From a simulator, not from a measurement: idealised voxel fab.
voxel wiring stack: a process module
Shown is cross-section cut, with a width of 255 nm and square cells of size 5 nm.
Cross-section = grid of square cells, listed top down in bands; band = one or more rows. Each band's line starts with the height of the band's top and of its bottom, in nm. Then come its materials from left to right, each with its width in nm. One material with "full width" fills the band from edge to edge. "empty" is empty space. Ref level 0: as-received wafer is one material below here. Bottom band extends down with no lower bound ("0 nm and below"). The notation "30->40" denotes a width that varies across the rows of cells in the band, beginning at the first number in the top row, finishing at the second number in the bottom row, and changing by an identical amount from each row to the next. Any step labelled "no alterations made" changed none of the cells in the cross-section. In the "Entrapped void list" entry, you get each enclosed empty space of 8 cells or more, one with no open way to the top, written width x height at distance, distance from the left edge, in nm. Formally, on a step line, whatever follows the settings is a remark that the simulator itself makes on the step. "overlay nm" on a masked step: distance the mask lay right of its planned place, negative for left.
## Process steps - plan
| 1 | RECEIVE [material Si] |
| 2 | CONFORMAL_DEP [material SiO2] [thk nm 15] |
| 3 | DIRECTIONAL_DEP [material TiN] [thk nm 5] |
| 4 | DIRECTIONAL_DEP [material Ru] [thk nm 25] |
| 5 | MASKED_ETCH [tone cover] [mask id METAL_1] [width nm 25] [pitch nm 40] [etch materials Ru] [depth nm 25] [overlay nm 0] |
| 6 | MASKED_ETCH [tone cover] [mask id METAL_1] [width nm 25] [pitch nm 40] [etch materials TiN] [depth nm 5] [overlay nm 0] |
| 7 | FILL_DEP [material SiO2] [thk nm 10] |
| 8 | CMP [height nm 45] |
| 9 | CONFORMAL_DEP [material SiCN] [thk nm 5] |
| 10 | DIRECTIONAL_DEP [material lowk] [thk nm 15] |
| 11 | PATTERN [tone open] [mask id PLUG_1] [material resist] [width nm 15] [pitch nm 40] [thk nm 15] [overlay nm 0] |
| 12 | DIRECTIONAL_ETCH [etch materials lowk] [depth nm 15] |
| 13 | DIRECTIONAL_ETCH [etch materials SiCN] [depth nm 5] |
| 14 | STRIP [etch materials resist] |
| 15 | EPI [material Ru] [thk nm 10] |
| 16 | EPI [material Ru] [thk nm 10] |
| 17 | DIRECTIONAL_DEP [material TiN] [thk nm 5] |
| 18 | DIRECTIONAL_DEP [material Ru] [thk nm 20] |
| 19 | PATTERN [tone cover] [mask id METAL_2] [material resist] [width nm 25] [pitch nm 40] [thk nm 20] [overlay nm 0] |
| 20 | DIRECTIONAL_ETCH [etch materials Ru] [depth nm 20] |
| 21 | DIRECTIONAL_ETCH [etch materials TiN] [depth nm 5] |
| 22 | STRIP [etch materials resist] |
| 23 | FILL_DEP [material lowk] [thk nm 10] |
| 24 | CMP [height nm 90] |
| 25 | CONFORMAL_DEP [material SiN] [thk nm 5] |
## As received (post step 1): cross-section
  0 nm and below  Si full width
  Entrapped void list: none
## Wafer cross-section at module end: first of two, run to plan
  95 nm to 90 nm  SiN full width
  90 nm to 70 nm  95 of lowk  25 of Ru  15 of lowk  25 of Ru  95 of lowk
  70 nm to 65 nm  95 of lowk  25 of TiN  15 of lowk  25 of TiN  95 of lowk
  65 nm to 50 nm  95 of lowk  15 of Ru  25 of lowk  15 of Ru  105 of lowk
  50 nm to 45 nm  95 of SiCN  15 of Ru  25 of SiCN  15 of Ru  105 of SiCN
  45 nm to 20 nm  95 of SiO2  25 of Ru  15 of SiO2  25 of Ru  95 of SiO2
  20 nm to 15 nm  95 of SiO2  25 of TiN  15 of SiO2  25 of TiN  95 of SiO2
  15 nm to 0 nm  SiO2 full width
  0 nm and below  Si full width
  Entrapped void list: none
## Wafer two cross-section, module end. Start and plan unchanged from wafer one; one mistake made during the run
  95 nm to 90 nm  SiN full width
  90 nm to 70 nm  110 of lowk  10 of Ru  30 of lowk  10 of Ru  95 of lowk
  70 nm to 65 nm  95 of lowk  15 of Ru  10 of TiN  15 of lowk  15 of Ru  10 of TiN  95 of lowk
  65 nm to 50 nm  95 of lowk  15 of Ru  25 of lowk  15 of Ru  105 of lowk
  50 nm to 45 nm  95 of SiCN  15 of TiN  25 of SiCN  15 of TiN  105 of SiCN
  45 nm to 40 nm  SiO2 full width
  40 nm to 15 nm  95 of SiO2  25 of Ru  15 of SiO2  25 of Ru  95 of SiO2
  15 nm to 0 nm  SiO2 full width
  0 nm and below  Si full width
  Entrapped void list: none
What was the processing mistake? skipped: plan step 3 (never run)
Materials where the second wafer ends with more or fewer cells than the first: Ru -24 | SiO2 +10 | TiN -10 | lowk +24
